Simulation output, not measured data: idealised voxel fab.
Process module, titled voxel transistor to metal
Square cell edge 5 nm, section width 175 nm, ID cut.
Heads up, the way a cross-section reads in here is a grid of square cells, handed over as bands from the top down, with every band being one or more rows of cells.
The entry gives the band's vertical extent as a top height and a bottom height in nm, then its horizontal make-up as materials from left to right, each with a width in nm. "blank" stands for empty space; a single material marked "everywhere" fills the band edge to edge.
Heights from 0 (as-received wafer is one material below). Bottom band endless downward, as "0 nm and below".
A two-number width, for instance "30->40", indicates that the width is equal to the first number in the top row of the band and to the second number in the bottom row, and that it changes by a constant amount per row of cells.
What does "nothing got changed" mean for a step? It means no cell of the cross-section changed in that step.
Any empty space of 8 cells or more lacking an open way to the top shows up in "Sealed internal cavities" as width x height at distance, distance from the left edge, in nm.
Past the settings on a step's line: simulator remark, on that step.
overlay nm: on a step with a mask, how far right of its planned place the mask lay; negative means left.

# Steps planned for the process
1,RECEIVE [material Si]
2,OXIDIZE [depth nm 5]
3,CONFORMAL_DEP [material SiN] [thk nm 10]
4,PATTERN [tone cover] [mask id ACTIVE] [material resist] [width nm 105] [thk nm 20] [overlay nm 0]
5,DIRECTIONAL_ETCH [etch materials SiN] [depth nm 10]
6,DIRECTIONAL_ETCH [etch materials SiO2] [depth nm 5]
7,DIRECTIONAL_ETCH [etch materials Si] [depth nm 25]
8,STRIP [etch materials resist]
9,OXIDIZE [depth nm 5]
10,FILL_DEP [material SiO2] [thk nm 15]
11,CMP [height nm 10]
12,SELECTIVE_ETCH [etch materials SiO2] [depth nm 5]
13,STRIP [etch materials SiN]
14,SELECTIVE_ETCH [etch materials SiO2] [depth nm 5]
15,OXIDIZE [depth nm 5]
16,DIRECTIONAL_DEP [material polySi] [thk nm 20]
17,DIRECTIONAL_DEP [material SiCN] [thk nm 10]
18,MASKED_ETCH [tone cover] [mask id GATE] [width nm 25] [etch materials SiCN] [depth nm 20] [overlay nm 0]
19,MASKED_ETCH [tone cover] [mask id GATE] [width nm 25] [etch materials polySi] [depth nm 30] [overlay nm 0]
20,CONFORMAL_DEP [material SiO2] [thk nm 5]
21,DIRECTIONAL_ETCH [etch materials SiO2] [depth nm 5]
22,CONFORMAL_DEP [material SiN] [thk nm 10]
23,DIRECTIONAL_ETCH [etch materials SiN] [depth nm 10]
24,DIRECTIONAL_ETCH [etch materials SiO2] [depth nm 5]
25,DIRECTIONAL_ETCH [etch materials Si] [depth nm 15]
26,EPI [material nSi] [thk nm 15]
27,FILL_DEP [material SiO2] [thk nm 5]
28,CMP [height nm 15]
29,STRIP [etch materials polySi]
30,SELECTIVE_ETCH [etch materials SiO2] [depth nm 5]
31,CONFORMAL_DEP [material HfO2] [thk nm 5]
32,CONFORMAL_DEP [material TiN] [thk nm 5]
33,FILL_DEP [material W] [thk nm 10]
34,CMP [height nm 10]
35,DIRECTIONAL_DEP [material SiO2] [thk nm 15]
36,DIRECTIONAL_DEP [material aC] [thk nm 10]
37,PATTERN [tone open] [mask id CONTACT] [material resist] [width nm 20] [pitch nm 75] [thk nm 30] [overlay nm 0]
38,DIRECTIONAL_ETCH [etch materials aC] [depth nm 10]
39,STRIP [etch materials resist]
40,DIRECTIONAL_ETCH [etch materials SiO2] [depth nm 20]
41,STRIP [etch materials aC]
42,CONFORMAL_DEP [material TiN] [thk nm 5]
43,FILL_DEP [material W] [thk nm 10]
44,CMP [height nm 25]
45,DIRECTIONAL_DEP [material TiN] [thk nm 5]
46,DIRECTIONAL_DEP [material W] [thk nm 15]
47,PATTERN [tone cover] [mask id METAL_1] [material resist] [width nm 20] [pitch nm 75] [thk nm 20] [overlay nm -15]
48,DIRECTIONAL_ETCH [etch materials W] [depth nm 15]
49,DIRECTIONAL_ETCH [etch materials TiN] [depth nm 5]
50,STRIP [etch materials resist]
51,FILL_DEP [material SiO2] [thk nm 10]
52,CMP [height nm 45]
53,CONFORMAL_DEP [material SiCN] [thk nm 5]
54,DIRECTIONAL_DEP [material SiO2] [thk nm 25]
55,MASKED_ETCH [tone open] [mask id METAL_2] [width nm 20] [pitch nm 75] [etch materials SiO2] [depth nm 15] [overlay nm 0]
56,MASKED_ETCH [tone open] [mask id METAL_2_HOLES] [width nm 15] [pitch nm 75] [etch materials SiO2] [depth nm 10] [overlay nm 0]
57,MASKED_ETCH [tone open] [mask id METAL_2_HOLES] [width nm 15] [pitch nm 75] [etch materials SiCN] [depth nm 5] [overlay nm 0]
58,CONFORMAL_DEP [material TiN] [thk nm 5]
59,FILL_DEP [material Cu] [thk nm 5]
60,CMP [height nm 75]
61,CONFORMAL_DEP [material SiN] [thk nm 5]
The plan's step 47 overlay nm is the first wafer's value; the wafers differ in this setting and start identical.

# So this is the first of several wafers, cross-sectioned as it came to us, meaning it's at the end of step 1
* 0 nm and below | Si everywhere
* Sealed internal cavities: none

# Wafer rows, end of module: cells per material gained (+) or lost (-) since receipt; closed voids last
overlay nm -15, +14 Cu, +13 HfO2, -168 Si, +29 SiCN, +51 SiN, +476 SiO2, +65 TiN, +42 W, +38 nSi, Sealed internal cavities: none
overlay nm -10, +14 Cu, +13 HfO2, -168 Si, +29 SiCN, +51 SiN, +476 SiO2, +65 TiN, +42 W, +38 nSi, Sealed internal cavities: none
overlay nm -5, +14 Cu, +13 HfO2, -168 Si, +29 SiCN, +51 SiN, +476 SiO2, +65 TiN, +42 W, +38 nSi, Sealed internal cavities: none
overlay nm 0, +14 Cu, +13 HfO2, -168 Si, +29 SiCN, +51 SiN, +476 SiO2, +65 TiN, +42 W, +38 nSi, Sealed internal cavities: none
overlay nm 5, +14 Cu, +13 HfO2, -168 Si, +29 SiCN, +51 SiN, +476 SiO2, +65 TiN, +42 W, +38 nSi, Sealed internal cavities: none
overlay nm 10, +14 Cu, +13 HfO2, -168 Si, +29 SiCN, +51 SiN, +476 SiO2, +65 TiN, +42 W, +38 nSi, Sealed internal cavities: none
overlay nm 15, +14 Cu, +13 HfO2, -168 Si, +29 SiCN, +51 SiN, +476 SiO2, +65 TiN, +42 W, +38 nSi, Sealed internal cavities: none
